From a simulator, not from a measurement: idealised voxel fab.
process module | voxel double patterning
cross-section cut | 295 nm wide | cells 5 nm
A cross-section is a grid of square cells, given in bands from the top down. A band is one or more rows of cells.
Each band's line starts with the height of the band's top and of its bottom, in nm. Then come its materials from left to right, each with its width in nm. One material with "throughout" fills the band from edge to edge. "air" is empty space.
Height 0 is the level under which the wafer as received is all one material. The lowest band goes on downwards, as in "0 down".
A width such as "30 to 40" changes by the same amount from each row of cells to the next, from the band's top row to its bottom row.
"no change" after a step means that no cell of the cross-section changed.
closed voids: empty space of 8 cells or more with no open way to the top, each as width x height at its distance from the left edge, in nm
after a step's settings: what the simulator itself notes on the step
overlay nm, on a step with a mask: how far to the right of its planned place the mask lay; to the left if negative
plan
1 op RECEIVE | material Si
2 op CONFORMAL_DEP | material SiO2 | thk nm 10
3 op DIRECTIONAL_DEP | material W | thk nm 10
4 op DIRECTIONAL_DEP | material SiN | thk nm 5
5 op MASKED_ETCH | tone open | mask id FIRST | width nm 15 | pitch nm 50 | etch materials SiN | depth nm 5 | overlay nm 0
6 op DIRECTIONAL_DEP | material aC | thk nm 10
7 op PATTERN | tone open | mask id SECOND | material resist | width nm 15 | pitch nm 50 | thk nm 25 | overlay nm 0
8 op DIRECTIONAL_ETCH | etch materials aC | depth nm 10
9 op STRIP | etch materials resist
10 op DIRECTIONAL_ETCH | etch materials SiN | depth nm 5
11 op STRIP | etch materials aC
12 op DIRECTIONAL_ETCH | etch materials W | depth nm 10
13 op STRIP | etch materials SiN
as received, after step 1
  0 down: Si throughout
  closed voids: none
first wafer at the end, as planned
  20 to 10: W 90 | air 15 | W 10 | air 15 | W 10 | air 15 | W 10 | air 15 | W 10 | air 15 | W 90
  10 to 0: SiO2 throughout
  0 down: Si throughout
  closed voids: none
second wafer at the end: like start, like plan, one mistake
  20 to 10: air 115 | W 15 | air 35 | W 15 | air 115
  10 to 0: SiO2 throughout
  0 down: Si throughout
  closed voids: none
what went wrong: step 7 ran as: op PATTERN | tone cover | mask id SECOND | material resist | width nm 15 | pitch nm 50 | thk nm 25 | overlay nm 0
at the end the second wafer has, in cells: 76 fewer of W
